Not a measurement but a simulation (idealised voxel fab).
process module | voxel self aligned vias
cross-section cut | 140 nm wide | cells 5 nm
A cross-section is a grid of square cells, given in bands from the top down. A band is one or more rows of cells.
Each band's line starts with the height of the band's top and of its bottom, in nm. Then come its materials from left to right, each with its width in nm. One material with "throughout" fills the band from edge to edge. "air" is empty space.
Height 0 is the level under which the wafer as received is all one material. The lowest band goes on downwards, as in "0 down".
A width such as "30 to 40" changes by the same amount from each row of cells to the next, from the band's top row to its bottom row.
"no change" after a step means that no cell of the cross-section changed.
closed voids: empty space of 8 cells or more with no open way to the top, each as width x height at its distance from the left edge, in nm
after a step's settings: what the simulator itself notes on the step
overlay nm, on a step with a mask: how far to the right of its planned place the mask lay; to the left if negative
plan
1 op RECEIVE | material Si
2 op CONFORMAL_DEP | material SiO2 | thk nm 10
3 op CONFORMAL_DEP | material SiCN | thk nm 5
4 op DIRECTIONAL_DEP | material lowk | thk nm 20
5 op MASKED_ETCH | tone open | mask id LINES | width nm 30 | pitch nm 70 | etch materials lowk | depth nm 20 | overlay nm 0
6 op CONFORMAL_DEP | material TiN | thk nm 5
7 op FILL_DEP | material Ru | thk nm 5
8 op CMP | height nm 35
9 op SELECTIVE_ETCH | etch materials W Ru TiN | depth nm 5
10 op FILL_DEP | material SiN | thk nm 10
11 op CMP | height nm 35
12 op DIRECTIONAL_DEP | material lowk | thk nm 20
13 op PATTERN | tone open | mask id VIAS | material resist | width nm 40 | thk nm 20 | overlay nm 0
14 op DIRECTIONAL_ETCH | etch materials lowk | depth nm 20
15 op DIRECTIONAL_ETCH | etch materials SiN | depth nm 5
16 op STRIP | etch materials resist
17 op CONFORMAL_DEP | material TiN | thk nm 5
18 op FILL_DEP | material Cu | thk nm 10
19 op CMP | height nm 55
20 op CONFORMAL_DEP | material SiCN | thk nm 5
as received, after step 1
  0 down: Si throughout
  closed voids: none
a wafer at the end: this start, this plan, one mistake
  60 to 55: SiCN throughout
  55 to 40: Cu 10 | TiN 5 | lowk 40 | TiN 5 | Cu 80
  40 to 35: TiN 15 | lowk 40 | TiN 40 | Cu 20 | TiN 25
  35 to 30: lowk 20 | SiN 30 | lowk 40 | TiN 30 | lowk 20
  30 to 20: lowk 20 | TiN 5 | Ru 20 | TiN 5 | lowk 40 | TiN 5 | Ru 20 | TiN 5 | lowk 20
  20 to 15: lowk 20 | TiN 30 | lowk 40 | TiN 30 | lowk 20
  15 to 10: SiCN throughout
  10 to 0: SiO2 throughout
  0 down: Si throughout
  closed voids: none
what went wrong: step 13 ran as: op PATTERN | tone cover | mask id VIAS | material resist | width nm 40 | thk nm 20 | overlay nm 0
